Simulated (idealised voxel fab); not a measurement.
Herein follows the process module entitled voxel quadruple lines.
Cross-section cut spans 230 nm and uses square cells 5 nm in size.
How to read a cross-section here: the picture is a grid of square cells, written as bands going from the top down, and any band can span one or more rows of cells. Basically the band line says how high the top is and how high the bottom is, in nm, and then what's in it from left to right, every material with its width in nm. Empty space shows up as "air", and if a single material carries "edge to edge" it runs the full band edge to edge. Heights are expressed relative to 0, this being the level below which the as-received wafer comprises one material exclusively. The lowest band is unbounded in the downward direction and is denoted as in "top 0, no bottom". Think of "30->40" as a width that walks from the first number to the second as you go down the band, top row to bottom row, taking equal-sized steps from row to row. No cell of the cross-section changed in a step that is given as "remained unchanged". Reported under the label "Sealed voids" are the empty spaces having no open way to the top and comprising 8 cells or more; the notation for each is width x height at distance, in which the distance is measured from the left edge and all three values are in nm. If you see something after the settings on a step's line, that's the simulator's own remark about that step. The "overlay nm" setting may appear on a step's line; for a step that uses a mask, it gives how far to the right of its planned position the mask lay, and a negative value indicates the left.

-- The steps planned for the process are as follows
1) RECEIVE, material Si
2) CONFORMAL_DEP, material SiO2, thk nm 10
3) DIRECTIONAL_DEP, material Ru, thk nm 10
4) DIRECTIONAL_DEP, material polySi, thk nm 20
5) DIRECTIONAL_DEP, material aC, thk nm 20
6) PATTERN, tone cover, mask id MANDREL, material resist, width nm 35, pitch nm 100, thk nm 30, overlay nm 0
7) DIRECTIONAL_ETCH, etch materials aC, depth nm 20
8) STRIP, etch materials resist
9) CONFORMAL_DEP, material SiO2, thk nm 15
10) DIRECTIONAL_ETCH, etch materials SiO2, depth nm 15
11) STRIP, etch materials aC
12) DIRECTIONAL_ETCH, etch materials polySi, depth nm 20
13) STRIP, etch materials SiO2
14) CONFORMAL_DEP, material SiN, thk nm 10
15) DIRECTIONAL_ETCH, etch materials SiN, depth nm 10
16) STRIP, etch materials polySi
17) DIRECTIONAL_ETCH, etch materials Ru, depth nm 10
18) STRIP, etch materials SiN

-- Wafer as received: cross-section following step 1
	top 0, no bottom = Si edge to edge
	Sealed voids: none

-- The first of the two wafers as seen in cross-section once the module was finished; processing followed the plan
	top 20, bottom 10 = air 20 nm; Ru 10 nm; air 15 nm; Ru 10 nm; air 15 nm; Ru 10 nm; air 15 nm; Ru 10 nm; air 15 nm; Ru 10 nm; air 15 nm; Ru 10 nm; air 15 nm; Ru 10 nm; air 15 nm; Ru 10 nm; air 25 nm
	top 10, bottom 0 = SiO2 edge to edge
	top 0, no bottom = Si edge to edge
	Sealed voids: none

-- Cross-sectional image of the second wafer of the two following completion of the module. Starting state and process plan were the same as for the first wafer; one execution error occurred
	top 20, bottom 10 = air 30 nm; Ru 10 nm; air 5 nm; Ru 10 nm; air 15 nm; Ru 10 nm; air 5 nm; Ru 10 nm; air 35 nm; Ru 10 nm; air 5 nm; Ru 10 nm; air 15 nm; Ru 10 nm; air 5 nm; Ru 10 nm; air 35 nm
	top 10, bottom 0 = SiO2 edge to edge
	top 0, no bottom = Si edge to edge
	Sealed voids: none
Short version of what went wrong: step 9 deviated from plan and actually ran as CONFORMAL_DEP, material SiO2, thk nm 5
At the end, the second wafer has the same number of cells of each material as the first, but those cells sit in other places.
